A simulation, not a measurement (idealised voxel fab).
process module | voxel transistor to metal
cross-section cut | 165 nm wide | cells 5 nm
A cross-section is a grid of square cells, given in bands from the top down. A band is one or more rows of cells.
Each band's line starts with the height of the band's top and of its bottom, in nm. Then come its materials from left to right, each with its width in nm. One material with "throughout" fills the band from edge to edge. "air" is empty space.
Height 0 is the level under which the wafer as received is all one material. The lowest band goes on downwards, as in "0 down".
A width such as "30 to 40" changes by the same amount from each row of cells to the next, from the band's top row to its bottom row.
"no change" after a step means that no cell of the cross-section changed.
closed voids: empty space of 8 cells or more with no open way to the top, each as width x height at its distance from the left edge, in nm
after a step's settings: what the simulator itself notes on the step
overlay nm, on a step with a mask: how far to the right of its planned place the mask lay; to the left if negative
plan
1 op RECEIVE | material Si
2 op OXIDIZE | depth nm 5
3 op CONFORMAL_DEP | material SiN | thk nm 10
4 op MASKED_ETCH | tone cover | mask id ACTIVE | width nm 115 | etch materials SiN | depth nm 10 | overlay nm 0
5 op MASKED_ETCH | tone cover | mask id ACTIVE | width nm 115 | etch materials SiO2 | depth nm 5 | overlay nm 0
6 op MASKED_ETCH | tone cover | mask id ACTIVE | width nm 115 | etch materials Si | depth nm 30 | overlay nm 0
7 op OXIDIZE | depth nm 5
8 op FILL_DEP | material SiO2 | thk nm 10
9 op CMP | height nm 10
10 op SELECTIVE_ETCH | etch materials SiO2 | depth nm 5
11 op STRIP | etch materials SiN
12 op SELECTIVE_ETCH | etch materials SiO2 | depth nm 5
13 op OXIDIZE | depth nm 5
14 op DIRECTIONAL_DEP | material polySi | thk nm 20
15 op DIRECTIONAL_DEP | material SiCN | thk nm 15
16 op DIRECTIONAL_DEP | material aC | thk nm 15
17 op PATTERN | tone cover | mask id GATE | material resist | width nm 25 | thk nm 35 | overlay nm 0
18 op DIRECTIONAL_ETCH | etch materials aC | depth nm 15
19 op STRIP | etch materials resist
20 op DIRECTIONAL_ETCH | etch materials SiCN | depth nm 25
21 op DIRECTIONAL_ETCH | etch materials polySi | depth nm 30
22 op STRIP | etch materials aC
23 op CONFORMAL_DEP | material SiN | thk nm 10
24 op DIRECTIONAL_ETCH | etch materials SiN | depth nm 10
25 op DIRECTIONAL_ETCH | etch materials SiO2 | depth nm 5
26 op EPI | material pSi | thk nm 5
27 op FILL_DEP | material SiO2 | thk nm 5
28 op CMP | height nm 15
29 op STRIP | etch materials polySi
30 op SELECTIVE_ETCH | etch materials SiO2 | depth nm 5
31 op CONFORMAL_DEP | material HfO2 | thk nm 5
32 op CONFORMAL_DEP | material TiN | thk nm 5
33 op FILL_DEP | material W | thk nm 10
34 op CMP | height nm 10
35 op DIRECTIONAL_DEP | material SiO2 | thk nm 15
36 op DIRECTIONAL_DEP | material aC | thk nm 10
37 op PATTERN | tone open | mask id CONTACT | material resist | width nm 20 | pitch nm 85 | thk nm 25 | overlay nm 0
38 op DIRECTIONAL_ETCH | etch materials aC | depth nm 10
39 op STRIP | etch materials resist
40 op DIRECTIONAL_ETCH | etch materials SiO2 | depth nm 30
41 op STRIP | etch materials aC
42 op CONFORMAL_DEP | material TiN | thk nm 5
43 op FILL_DEP | material W | thk nm 5
44 op CMP | height nm 25
45 op CONFORMAL_DEP | material SiCN | thk nm 5
46 op DIRECTIONAL_DEP | material SiO2 | thk nm 20
47 op MASKED_ETCH | tone open | mask id METAL_1 | width nm 20 | pitch nm 85 | etch materials SiO2 | depth nm 20 | overlay nm 0
48 op MASKED_ETCH | tone open | mask id METAL_1 | width nm 20 | pitch nm 85 | etch materials SiCN | depth nm 5 | overlay nm 0
49 op CONFORMAL_DEP | material TiN | thk nm 5
50 op FILL_DEP | material Cu | thk nm 5
51 op CMP | height nm 50
52 op CONFORMAL_DEP | material SiCN | thk nm 5
first wafer, as planned
as received, after step 1
  0 down: Si throughout
  closed voids: none
after step 2
  0 to -5: SiO2 throughout
  below -5: unchanged
after step 3
  10 to 0: SiN throughout
  below 0: unchanged
after step 4
  10 to 0: air 25 | SiN 115 | air 25
  below 0: unchanged
after step 5
  10 to 0: air 25 | SiN 115 | air 25
  0 to -5: air 25 | SiO2 115 | air 25
  below -5: unchanged
after step 6
  10 to 0: air 25 | SiN 115 | air 25
  0 to -5: air 25 | SiO2 115 | air 25
  -5 to -35: air 25 | Si 115 | air 25
  below -35: unchanged
after step 7
  10 to 0: air 25 | SiN 115 | air 25
  0 to -5: air 25 | SiO2 115 | air 25
  -5 to -35: air 25 | SiO2 5 | Si 105 | SiO2 5 | air 25
  -35 to -40: SiO2 30 | Si 105 | SiO2 30
  below -40: unchanged
after step 8
  20 to 10: SiO2 throughout
  10 to 0: SiO2 25 | SiN 115 | SiO2 25
  0 to -5: SiO2 throughout
  -5 to -40: SiO2 30 | Si 105 | SiO2 30
  below -40: unchanged
after step 9
  10 to 0: SiO2 25 | SiN 115 | SiO2 25
  below 0: unchanged
after step 10
  10 to 5: air 25 | SiN 115 | air 25
  below 5: unchanged
after step 11
  5 to 0: SiO2 25 | air 115 | SiO2 25
  below 0: unchanged
after step 12
  0 to -5: SiO2 20 | air 125 | SiO2 20
  below -5: unchanged
after step 13
  0 to -5: SiO2 20 | air 125 | SiO2 20
  -5 to -10: SiO2 throughout
  below -10: unchanged
after step 14
  20 to 15: polySi 20 | air 125 | polySi 20
  15 to 0: polySi throughout
  0 to -5: SiO2 20 | polySi 125 | SiO2 20
  below -5: unchanged
after step 15
  35 to 30: SiCN 20 | air 125 | SiCN 20
  30 to 20: SiCN throughout
  20 to 15: polySi 20 | SiCN 125 | polySi 20
  below 15: unchanged
after step 16
  50 to 45: aC 20 | air 125 | aC 20
  45 to 35: aC throughout
  35 to 30: SiCN 20 | aC 125 | SiCN 20
  below 30: unchanged
after step 17
  85 to 50: air 70 | resist 25 | air 70
  50 to 45: aC 20 | air 50 | resist 25 | air 50 | aC 20
  below 45: unchanged
after step 18
  70 to 45: air 70 | resist 25 | air 70
  45 to 35: air 70 | aC 25 | air 70
  35 to 30: SiCN 20 | air 50 | aC 25 | air 50 | SiCN 20
  below 30: unchanged
after step 19
  45 to 35: air 70 | aC 25 | air 70
  below 35: unchanged
after step 20
  45 to 30: air 70 | aC 25 | air 70
  30 to 20: air 70 | SiCN 25 | air 70
  20 to 15: polySi 20 | air 50 | SiCN 25 | air 50 | polySi 20
  below 15: unchanged
after step 21
  45 to 30: air 70 | aC 25 | air 70
  30 to 15: air 70 | SiCN 25 | air 70
  15 to 0: air 70 | polySi 25 | air 70
  0 to -5: SiO2 20 | air 50 | polySi 25 | air 50 | SiO2 20
  below -5: unchanged
after step 22
  30 to 15: air 70 | SiCN 25 | air 70
  below 15: unchanged
after step 23
  40 to 30: air 60 | SiN 45 | air 60
  30 to 15: air 60 | SiN 10 | SiCN 25 | SiN 10 | air 60
  15 to 10: air 60 | SiN 10 | polySi 25 | SiN 10 | air 60
  10 to 5: SiN 30 | air 30 | SiN 10 | polySi 25 | SiN 10 | air 30 | SiN 30
  5 to 0: SiN 70 | polySi 25 | SiN 70
  0 to -5: SiO2 20 | SiN 50 | polySi 25 | SiN 50 | SiO2 20
  below -5: unchanged
after step 24
  30 to 15: air 60 | SiN 10 | SiCN 25 | SiN 10 | air 60
  15 to 0: air 60 | SiN 10 | polySi 25 | SiN 10 | air 60
  0 to -5: SiO2 20 | SiN 10 | air 30 | SiN 10 | polySi 25 | SiN 10 | air 30 | SiN 10 | SiO2 20
  below -5: unchanged
after step 25
  30 to 15: air 60 | SiN 10 | SiCN 25 | SiN 10 | air 60
  15 to 0: air 60 | SiN 10 | polySi 25 | SiN 10 | air 60
  0 to -5: air 20 | SiN 10 | air 30 | SiN 10 | polySi 25 | SiN 10 | air 30 | SiN 10 | air 20
  -5 to -10: SiO2 30 | air 30 | SiO2 45 | air 30 | SiO2 30
  below -10: unchanged
after step 26
  30 to 15: air 60 | SiN 10 | SiCN 25 | SiN 10 | air 60
  15 to 0: air 60 | SiN 10 | polySi 25 | SiN 10 | air 60
  0 to -5: air 20 | SiN 10 | air 30 | SiN 10 | polySi 25 | SiN 10 | air 30 | SiN 10 | air 20
  -5 to -10: SiO2 30 | pSi 30 | SiO2 45 | pSi 30 | SiO2 30
  below -10: unchanged
after step 27
  35 to 30: SiO2 throughout
  30 to 15: SiO2 60 | SiN 10 | SiCN 25 | SiN 10 | SiO2 60
  15 to 0: SiO2 60 | SiN 10 | polySi 25 | SiN 10 | SiO2 60
  0 to -5: SiO2 20 | SiN 10 | SiO2 30 | SiN 10 | polySi 25 | SiN 10 | SiO2 30 | SiN 10 | SiO2 20
  below -5: unchanged
after step 28
  15 to 0: SiO2 60 | SiN 10 | polySi 25 | SiN 10 | SiO2 60
  below 0: unchanged
after step 29
  15 to 0: SiO2 60 | SiN 10 | air 25 | SiN 10 | SiO2 60
  0 to -5: SiO2 20 | SiN 10 | SiO2 30 | SiN 10 | air 25 | SiN 10 | SiO2 30 | SiN 10 | SiO2 20
  below -5: unchanged
after step 30
  15 to 10: air 60 | SiN 10 | air 25 | SiN 10 | air 60
  10 to 0: SiO2 60 | SiN 10 | air 25 | SiN 10 | SiO2 60
  0 to -5: SiO2 20 | SiN 10 | SiO2 30 | SiN 10 | air 25 | SiN 10 | SiO2 30 | SiN 10 | SiO2 20
  -5 to -10: SiO2 30 | pSi 30 | SiO2 5 | air 35 | SiO2 5 | pSi 30 | SiO2 30
  below -10: unchanged
after step 31
  20 to 15: air 55 | HfO2 20 | air 15 | HfO2 20 | air 55
  15 to 10: HfO2 60 | SiN 10 | HfO2 5 | air 15 | HfO2 5 | SiN 10 | HfO2 60
  10 to 0: SiO2 60 | SiN 10 | HfO2 5 | air 15 | HfO2 5 | SiN 10 | SiO2 60
  0 to -5: SiO2 20 | SiN 10 | SiO2 30 | SiN 10 | HfO2 5 | air 15 | HfO2 5 | SiN 10 | SiO2 30 | SiN 10 | SiO2 20
  -5 to -10: SiO2 30 | pSi 30 | SiO2 5 | HfO2 35 | SiO2 5 | pSi 30 | SiO2 30
  below -10: unchanged
after step 32
  25 to 20: air 50 | TiN 30 | air 5 | TiN 30 | air 50
  20 to 15: TiN 55 | HfO2 20 | TiN 5 | air 5 | TiN 5 | HfO2 20 | TiN 55
  15 to 10: HfO2 60 | SiN 10 | HfO2 5 | TiN 5 | air 5 | TiN 5 | HfO2 5 | SiN 10 | HfO2 60
  10 to 0: SiO2 60 | SiN 10 | HfO2 5 | TiN 5 | air 5 | TiN 5 | HfO2 5 | SiN 10 | SiO2 60
  0 to -5: SiO2 20 | SiN 10 | SiO2 30 | SiN 10 | HfO2 5 | TiN 15 | HfO2 5 | SiN 10 | SiO2 30 | SiN 10 | SiO2 20
  below -5: unchanged
after step 33
  35 to 25: W throughout
  25 to 20: W 50 | TiN 30 | W 5 | TiN 30 | W 50
  20 to 15: TiN 55 | HfO2 20 | TiN 5 | W 5 | TiN 5 | HfO2 20 | TiN 55
  15 to 10: HfO2 60 | SiN 10 | HfO2 5 | TiN 5 | W 5 | TiN 5 | HfO2 5 | SiN 10 | HfO2 60
  10 to 0: SiO2 60 | SiN 10 | HfO2 5 | TiN 5 | W 5 | TiN 5 | HfO2 5 | SiN 10 | SiO2 60
  below 0: unchanged
after step 34
  10 to 0: SiO2 60 | SiN 10 | HfO2 5 | TiN 5 | W 5 | TiN 5 | HfO2 5 | SiN 10 | SiO2 60
  below 0: unchanged
after step 35
  25 to 10: SiO2 throughout
  below 10: unchanged
after step 36
  35 to 25: aC throughout
  below 25: unchanged
after step 37
  60 to 35: resist 30 | air 20 | resist 65 | air 20 | resist 30
  below 35: unchanged
after step 38
  50 to 35: resist 30 | air 20 | resist 65 | air 20 | resist 30
  35 to 25: aC 30 | air 20 | aC 65 | air 20 | aC 30
  below 25: unchanged
after step 39
  35 to 25: aC 30 | air 20 | aC 65 | air 20 | aC 30
  below 25: unchanged
after step 40
  35 to 25: aC 30 | air 20 | aC 65 | air 20 | aC 30
  25 to 10: SiO2 30 | air 20 | SiO2 65 | air 20 | SiO2 30
  10 to 0: SiO2 30 | air 20 | SiO2 10 | SiN 10 | HfO2 5 | TiN 5 | W 5 | TiN 5 | HfO2 5 | SiN 10 | SiO2 10 | air 20 | SiO2 30
  0 to -5: SiO2 20 | SiN 10 | air 20 | SiO2 10 | SiN 10 | HfO2 5 | TiN 15 | HfO2 5 | SiN 10 | SiO2 10 | air 20 | SiN 10 | SiO2 20
  below -5: unchanged
after step 41
  25 to 10: SiO2 30 | air 20 | SiO2 65 | air 20 | SiO2 30
  below 10: unchanged
after step 42
  30 to 25: TiN 35 | air 10 | TiN 75 | air 10 | TiN 35
  25 to 10: SiO2 30 | TiN 5 | air 10 | TiN 5 | SiO2 65 | TiN 5 | air 10 | TiN 5 | SiO2 30
  10 to 0: SiO2 30 | TiN 5 | air 10 | TiN 5 | SiO2 10 | SiN 10 | HfO2 5 | TiN 5 | W 5 | TiN 5 | HfO2 5 | SiN 10 | SiO2 10 | TiN 5 | air 10 | TiN 5 | SiO2 30
  0 to -5: SiO2 20 | SiN 10 | TiN 20 | SiO2 10 | SiN 10 | HfO2 5 | TiN 15 | HfO2 5 | SiN 10 | SiO2 10 | TiN 20 | SiN 10 | SiO2 20
  below -5: unchanged
after step 43
  35 to 30: W throughout
  30 to 25: TiN 35 | W 10 | TiN 75 | W 10 | TiN 35
  25 to 10: SiO2 30 | TiN 5 | W 10 | TiN 5 | SiO2 65 | TiN 5 | W 10 | TiN 5 | SiO2 30
  10 to 0: SiO2 30 | TiN 5 | W 10 | TiN 5 | SiO2 10 | SiN 10 | HfO2 5 | TiN 5 | W 5 | TiN 5 | HfO2 5 | SiN 10 | SiO2 10 | TiN 5 | W 10 | TiN 5 | SiO2 30
  below 0: unchanged
after step 44
  25 to 10: SiO2 30 | TiN 5 | W 10 | TiN 5 | SiO2 65 | TiN 5 | W 10 | TiN 5 | SiO2 30
  below 10: unchanged
after step 45
  30 to 25: SiCN throughout
  below 25: unchanged
after step 46
  50 to 30: SiO2 throughout
  below 30: unchanged
after step 47
  50 to 30: SiO2 30 | air 20 | SiO2 65 | air 20 | SiO2 30
  below 30: unchanged
after step 48
  50 to 30: SiO2 30 | air 20 | SiO2 65 | air 20 | SiO2 30
  30 to 25: SiCN 30 | air 20 | SiCN 65 | air 20 | SiCN 30
  below 25: unchanged
after step 49
  55 to 50: TiN 35 | air 10 | TiN 75 | air 10 | TiN 35
  50 to 30: SiO2 30 | TiN 5 | air 10 | TiN 5 | SiO2 65 | TiN 5 | air 10 | TiN 5 | SiO2 30
  30 to 25: SiCN 30 | TiN 20 | SiCN 65 | TiN 20 | SiCN 30
  below 25: unchanged
after step 50
  60 to 55: Cu throughout
  55 to 50: TiN 35 | Cu 10 | TiN 75 | Cu 10 | TiN 35
  50 to 30: SiO2 30 | TiN 5 | Cu 10 | TiN 5 | SiO2 65 | TiN 5 | Cu 10 | TiN 5 | SiO2 30
  below 30: unchanged
after step 51
  50 to 30: SiO2 30 | TiN 5 | Cu 10 | TiN 5 | SiO2 65 | TiN 5 | Cu 10 | TiN 5 | SiO2 30
  below 30: unchanged
after step 52
  55 to 50: SiCN throughout
  below 50: unchanged
second wafer: like start, like plan, one mistake. Through step 5 it matches the first wafer
when step 6 should have ended
  10 to 0: air 25 | SiN 115 | air 25
  0 to -5: air 25 | SiO2 115 | air 25
  -5 to -65: air 25 | Si 115 | air 25
  below -65: unchanged
when step 7 should have ended
  10 to 0: air 25 | SiN 115 | air 25
  0 to -5: air 25 | SiO2 115 | air 25
  -5 to -65: air 25 | SiO2 5 | Si 105 | SiO2 5 | air 25
  -65 to -70: SiO2 30 | Si 105 | SiO2 30
  below -70: unchanged
when step 8 should have ended
  20 to 10: SiO2 throughout
  10 to 0: SiO2 25 | SiN 115 | SiO2 25
  0 to -5: SiO2 throughout
  -5 to -70: SiO2 30 | Si 105 | SiO2 30
  below -70: unchanged
when step 9 should have ended
  10 to 0: SiO2 25 | SiN 115 | SiO2 25
  below 0: unchanged
when step 10 should have ended
  10 to 5: air 25 | SiN 115 | air 25
  below 5: unchanged
when step 11 should have ended
  5 to 0: SiO2 25 | air 115 | SiO2 25
  below 0: unchanged
when step 12 should have ended
  0 to -5: SiO2 20 | air 125 | SiO2 20
  below -5: unchanged
when step 13 should have ended
  0 to -5: SiO2 20 | air 125 | SiO2 20
  -5 to -10: SiO2 throughout
  below -10: unchanged
when step 14 should have ended
  20 to 15: polySi 20 | air 125 | polySi 20
  15 to 0: polySi throughout
  0 to -5: SiO2 20 | polySi 125 | SiO2 20
  below -5: unchanged
when step 15 should have ended
  35 to 30: SiCN 20 | air 125 | SiCN 20
  30 to 20: SiCN throughout
  20 to 15: polySi 20 | SiCN 125 | polySi 20
  below 15: unchanged
when step 16 should have ended
  50 to 45: aC 20 | air 125 | aC 20
  45 to 35: aC throughout
  35 to 30: SiCN 20 | aC 125 | SiCN 20
  below 30: unchanged
when step 17 should have ended
  85 to 50: air 70 | resist 25 | air 70
  50 to 45: aC 20 | air 50 | resist 25 | air 50 | aC 20
  below 45: unchanged
when step 18 should have ended
  70 to 45: air 70 | resist 25 | air 70
  45 to 35: air 70 | aC 25 | air 70
  35 to 30: SiCN 20 | air 50 | aC 25 | air 50 | SiCN 20
  below 30: unchanged
when step 19 should have ended
  45 to 35: air 70 | aC 25 | air 70
  below 35: unchanged
when step 20 should have ended
  45 to 30: air 70 | aC 25 | air 70
  30 to 20: air 70 | SiCN 25 | air 70
  20 to 15: polySi 20 | air 50 | SiCN 25 | air 50 | polySi 20
  below 15: unchanged
when step 21 should have ended
  45 to 30: air 70 | aC 25 | air 70
  30 to 15: air 70 | SiCN 25 | air 70
  15 to 0: air 70 | polySi 25 | air 70
  0 to -5: SiO2 20 | air 50 | polySi 25 | air 50 | SiO2 20
  below -5: unchanged
when step 22 should have ended
  30 to 15: air 70 | SiCN 25 | air 70
  below 15: unchanged
when step 23 should have ended
  40 to 30: air 60 | SiN 45 | air 60
  30 to 15: air 60 | SiN 10 | SiCN 25 | SiN 10 | air 60
  15 to 10: air 60 | SiN 10 | polySi 25 | SiN 10 | air 60
  10 to 5: SiN 30 | air 30 | SiN 10 | polySi 25 | SiN 10 | air 30 | SiN 30
  5 to 0: SiN 70 | polySi 25 | SiN 70
  0 to -5: SiO2 20 | SiN 50 | polySi 25 | SiN 50 | SiO2 20
  below -5: unchanged
when step 24 should have ended
  30 to 15: air 60 | SiN 10 | SiCN 25 | SiN 10 | air 60
  15 to 0: air 60 | SiN 10 | polySi 25 | SiN 10 | air 60
  0 to -5: SiO2 20 | SiN 10 | air 30 | SiN 10 | polySi 25 | SiN 10 | air 30 | SiN 10 | SiO2 20
  below -5: unchanged
when step 25 should have ended
  30 to 15: air 60 | SiN 10 | SiCN 25 | SiN 10 | air 60
  15 to 0: air 60 | SiN 10 | polySi 25 | SiN 10 | air 60
  0 to -5: air 20 | SiN 10 | air 30 | SiN 10 | polySi 25 | SiN 10 | air 30 | SiN 10 | air 20
  -5 to -10: SiO2 30 | air 30 | SiO2 45 | air 30 | SiO2 30
  below -10: unchanged
when step 26 should have ended
  30 to 15: air 60 | SiN 10 | SiCN 25 | SiN 10 | air 60
  15 to 0: air 60 | SiN 10 | polySi 25 | SiN 10 | air 60
  0 to -5: air 20 | SiN 10 | air 30 | SiN 10 | polySi 25 | SiN 10 | air 30 | SiN 10 | air 20
  -5 to -10: SiO2 30 | pSi 30 | SiO2 45 | pSi 30 | SiO2 30
  below -10: unchanged
when step 27 should have ended
  35 to 30: SiO2 throughout
  30 to 15: SiO2 60 | SiN 10 | SiCN 25 | SiN 10 | SiO2 60
  15 to 0: SiO2 60 | SiN 10 | polySi 25 | SiN 10 | SiO2 60
  0 to -5: SiO2 20 | SiN 10 | SiO2 30 | SiN 10 | polySi 25 | SiN 10 | SiO2 30 | SiN 10 | SiO2 20
  below -5: unchanged
when step 28 should have ended
  15 to 0: SiO2 60 | SiN 10 | polySi 25 | SiN 10 | SiO2 60
  below 0: unchanged
when step 29 should have ended
  15 to 0: SiO2 60 | SiN 10 | air 25 | SiN 10 | SiO2 60
  0 to -5: SiO2 20 | SiN 10 | SiO2 30 | SiN 10 | air 25 | SiN 10 | SiO2 30 | SiN 10 | SiO2 20
  below -5: unchanged
when step 30 should have ended
  15 to 10: air 60 | SiN 10 | air 25 | SiN 10 | air 60
  10 to 0: SiO2 60 | SiN 10 | air 25 | SiN 10 | SiO2 60
  0 to -5: SiO2 20 | SiN 10 | SiO2 30 | SiN 10 | air 25 | SiN 10 | SiO2 30 | SiN 10 | SiO2 20
  -5 to -10: SiO2 30 | pSi 30 | SiO2 5 | air 35 | SiO2 5 | pSi 30 | SiO2 30
  below -10: unchanged
when step 31 should have ended
  20 to 15: air 55 | HfO2 20 | air 15 | HfO2 20 | air 55
  15 to 10: HfO2 60 | SiN 10 | HfO2 5 | air 15 | HfO2 5 | SiN 10 | HfO2 60
  10 to 0: SiO2 60 | SiN 10 | HfO2 5 | air 15 | HfO2 5 | SiN 10 | SiO2 60
  0 to -5: SiO2 20 | SiN 10 | SiO2 30 | SiN 10 | HfO2 5 | air 15 | HfO2 5 | SiN 10 | SiO2 30 | SiN 10 | SiO2 20
  -5 to -10: SiO2 30 | pSi 30 | SiO2 5 | HfO2 35 | SiO2 5 | pSi 30 | SiO2 30
  below -10: unchanged
when step 32 should have ended
  25 to 20: air 50 | TiN 30 | air 5 | TiN 30 | air 50
  20 to 15: TiN 55 | HfO2 20 | TiN 5 | air 5 | TiN 5 | HfO2 20 | TiN 55
  15 to 10: HfO2 60 | SiN 10 | HfO2 5 | TiN 5 | air 5 | TiN 5 | HfO2 5 | SiN 10 | HfO2 60
  10 to 0: SiO2 60 | SiN 10 | HfO2 5 | TiN 5 | air 5 | TiN 5 | HfO2 5 | SiN 10 | SiO2 60
  0 to -5: SiO2 20 | SiN 10 | SiO2 30 | SiN 10 | HfO2 5 | TiN 15 | HfO2 5 | SiN 10 | SiO2 30 | SiN 10 | SiO2 20
  below -5: unchanged
when step 33 should have ended
  35 to 25: W throughout
  25 to 20: W 50 | TiN 30 | W 5 | TiN 30 | W 50
  20 to 15: TiN 55 | HfO2 20 | TiN 5 | W 5 | TiN 5 | HfO2 20 | TiN 55
  15 to 10: HfO2 60 | SiN 10 | HfO2 5 | TiN 5 | W 5 | TiN 5 | HfO2 5 | SiN 10 | HfO2 60
  10 to 0: SiO2 60 | SiN 10 | HfO2 5 | TiN 5 | W 5 | TiN 5 | HfO2 5 | SiN 10 | SiO2 60
  below 0: unchanged
when step 34 should have ended
  10 to 0: SiO2 60 | SiN 10 | HfO2 5 | TiN 5 | W 5 | TiN 5 | HfO2 5 | SiN 10 | SiO2 60
  below 0: unchanged
when step 35 should have ended
  25 to 10: SiO2 throughout
  below 10: unchanged
when step 36 should have ended
  35 to 25: aC throughout
  below 25: unchanged
when step 37 should have ended
  60 to 35: resist 30 | air 20 | resist 65 | air 20 | resist 30
  below 35: unchanged
when step 38 should have ended
  50 to 35: resist 30 | air 20 | resist 65 | air 20 | resist 30
  35 to 25: aC 30 | air 20 | aC 65 | air 20 | aC 30
  below 25: unchanged
when step 39 should have ended
  35 to 25: aC 30 | air 20 | aC 65 | air 20 | aC 30
  below 25: unchanged
when step 40 should have ended
  35 to 25: aC 30 | air 20 | aC 65 | air 20 | aC 30
  25 to 10: SiO2 30 | air 20 | SiO2 65 | air 20 | SiO2 30
  10 to 0: SiO2 30 | air 20 | SiO2 10 | SiN 10 | HfO2 5 | TiN 5 | W 5 | TiN 5 | HfO2 5 | SiN 10 | SiO2 10 | air 20 | SiO2 30
  0 to -5: SiO2 20 | SiN 10 | air 20 | SiO2 10 | SiN 10 | HfO2 5 | TiN 15 | HfO2 5 | SiN 10 | SiO2 10 | air 20 | SiN 10 | SiO2 20
  below -5: unchanged
when step 41 should have ended
  25 to 10: SiO2 30 | air 20 | SiO2 65 | air 20 | SiO2 30
  below 10: unchanged
when step 42 should have ended
  30 to 25: TiN 35 | air 10 | TiN 75 | air 10 | TiN 35
  25 to 10: SiO2 30 | TiN 5 | air 10 | TiN 5 | SiO2 65 | TiN 5 | air 10 | TiN 5 | SiO2 30
  10 to 0: SiO2 30 | TiN 5 | air 10 | TiN 5 | SiO2 10 | SiN 10 | HfO2 5 | TiN 5 | W 5 | TiN 5 | HfO2 5 | SiN 10 | SiO2 10 | TiN 5 | air 10 | TiN 5 | SiO2 30
  0 to -5: SiO2 20 | SiN 10 | TiN 20 | SiO2 10 | SiN 10 | HfO2 5 | TiN 15 | HfO2 5 | SiN 10 | SiO2 10 | TiN 20 | SiN 10 | SiO2 20
  below -5: unchanged
when step 43 should have ended
  35 to 30: W throughout
  30 to 25: TiN 35 | W 10 | TiN 75 | W 10 | TiN 35
  25 to 10: SiO2 30 | TiN 5 | W 10 | TiN 5 | SiO2 65 | TiN 5 | W 10 | TiN 5 | SiO2 30
  10 to 0: SiO2 30 | TiN 5 | W 10 | TiN 5 | SiO2 10 | SiN 10 | HfO2 5 | TiN 5 | W 5 | TiN 5 | HfO2 5 | SiN 10 | SiO2 10 | TiN 5 | W 10 | TiN 5 | SiO2 30
  below 0: unchanged
when step 44 should have ended
  25 to 10: SiO2 30 | TiN 5 | W 10 | TiN 5 | SiO2 65 | TiN 5 | W 10 | TiN 5 | SiO2 30
  below 10: unchanged
when step 45 should have ended
  30 to 25: SiCN throughout
  below 25: unchanged
when step 46 should have ended
  50 to 30: SiO2 throughout
  below 30: unchanged
when step 47 should have ended
  50 to 30: SiO2 30 | air 20 | SiO2 65 | air 20 | SiO2 30
  below 30: unchanged
when step 48 should have ended
  50 to 30: SiO2 30 | air 20 | SiO2 65 | air 20 | SiO2 30
  30 to 25: SiCN 30 | air 20 | SiCN 65 | air 20 | SiCN 30
  below 25: unchanged
when step 49 should have ended
  55 to 50: TiN 35 | air 10 | TiN 75 | air 10 | TiN 35
  50 to 30: SiO2 30 | TiN 5 | air 10 | TiN 5 | SiO2 65 | TiN 5 | air 10 | TiN 5 | SiO2 30
  30 to 25: SiCN 30 | TiN 20 | SiCN 65 | TiN 20 | SiCN 30
  below 25: unchanged
when step 50 should have ended
  60 to 55: Cu throughout
  55 to 50: TiN 35 | Cu 10 | TiN 75 | Cu 10 | TiN 35
  50 to 30: SiO2 30 | TiN 5 | Cu 10 | TiN 5 | SiO2 65 | TiN 5 | Cu 10 | TiN 5 | SiO2 30
  below 30: unchanged
when step 51 should have ended
  50 to 30: SiO2 30 | TiN 5 | Cu 10 | TiN 5 | SiO2 65 | TiN 5 | Cu 10 | TiN 5 | SiO2 30
  below 30: unchanged
when step 52 should have ended
  55 to 50: SiCN throughout
  below 50: unchanged
what went wrong: step 6 was run twice
at the end the second wafer has, in cells: 72 fewer of Si | 72 more of SiO2
